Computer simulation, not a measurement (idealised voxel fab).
process module | voxel plated lines
cross-section cut | 180 nm wide | cells 5 nm
A cross-section is a grid of square cells, given in bands from the top down. A band is one or more rows of cells.
Each band's line starts with the height of the band's top and of its bottom, in nm. Then come its materials from left to right, each with its width in nm. One material with "throughout" fills the band from edge to edge. "air" is empty space.
Height 0 is the level under which the wafer as received is all one material. The lowest band goes on downwards, as in "0 down".
A width such as "30 to 40" changes by the same amount from each row of cells to the next, from the band's top row to its bottom row.
"no change" after a step means that no cell of the cross-section changed.
closed voids: empty space of 8 cells or more with no open way to the top, each as width x height at its distance from the left edge, in nm
after a step's settings: what the simulator itself notes on the step
overlay nm, on a step with a mask: how far to the right of its planned place the mask lay; to the left if negative
plan
1 op RECEIVE | material Si
2 op CONFORMAL_DEP | material SiO2 | thk nm 15
3 op DIRECTIONAL_DEP | material TiN | thk nm 5
4 op PATTERN | tone open | mask id LINES | material resist | width nm 15 | pitch nm 30 | thk nm 20 | overlay nm 0
5 op EPI | material Ru | thk nm 5
6 op STRIP | etch materials resist
7 op DIRECTIONAL_ETCH | etch materials TiN | depth nm 5
8 op CONFORMAL_DEP | material SiO2 | thk nm 5
first wafer, as planned
as received, after step 1
  0 down: Si throughout
  closed voids: none
after step 2
  15 to 0: SiO2 throughout
  below 0: unchanged
after step 3
  20 to 15: TiN throughout
  below 15: unchanged
after step 4
  40 to 20: resist 65 | air 15 | resist 15 | air 15 | resist 70
  below 20: unchanged
after step 5
  40 to 25: resist 65 | air 15 | resist 15 | air 15 | resist 70
  25 to 20: resist 65 | Ru 15 | resist 15 | Ru 15 | resist 70
  below 20: unchanged
after step 6
  25 to 20: air 65 | Ru 15 | air 15 | Ru 15 | air 70
  below 20: unchanged
after step 7
  25 to 20: air 65 | Ru 15 | air 15 | Ru 15 | air 70
  20 to 15: air 65 | TiN 15 | air 15 | TiN 15 | air 70
  below 15: unchanged
after step 8
  30 to 25: air 60 | SiO2 25 | air 5 | SiO2 25 | air 65
  25 to 20: air 60 | SiO2 5 | Ru 15 | SiO2 5 | air 5 | SiO2 5 | Ru 15 | SiO2 5 | air 65
  20 to 15: SiO2 65 | TiN 15 | SiO2 15 | TiN 15 | SiO2 70
  below 15: unchanged
second wafer: like start, like plan, one mistake. Through step 3 it matches the first wafer
when step 4 should have ended
  40 to 20: air 65 | resist 15 | air 15 | resist 15 | air 70
  below 20: unchanged
when step 5 should have ended
  40 to 25: air 65 | resist 15 | air 15 | resist 15 | air 70
  25 to 20: Ru 65 | resist 15 | Ru 15 | resist 15 | Ru 70
  below 20: unchanged
when step 6 should have ended
  25 to 20: Ru 65 | air 15 | Ru 15 | air 15 | Ru 70
  below 20: unchanged
when step 7 should have ended
  25 to 20: Ru 65 | air 15 | Ru 15 | air 15 | Ru 70
  20 to 15: TiN 65 | air 15 | TiN 15 | air 15 | TiN 70
  below 15: unchanged
when step 8 should have ended
  30 to 25: SiO2 70 | air 5 | SiO2 25 | air 5 | SiO2 75
  25 to 20: Ru 65 | SiO2 5 | air 5 | SiO2 5 | Ru 15 | SiO2 5 | air 5 | SiO2 5 | Ru 70
  20 to 15: TiN 65 | SiO2 15 | TiN 15 | SiO2 15 | TiN 70
  below 15: unchanged
what went wrong: step 4 ran as: op PATTERN | tone cover | mask id LINES | material resist | width nm 15 | pitch nm 30 | thk nm 20 | overlay nm 0
at the end the second wafer has, in cells: 24 more of Ru | 24 more of TiN
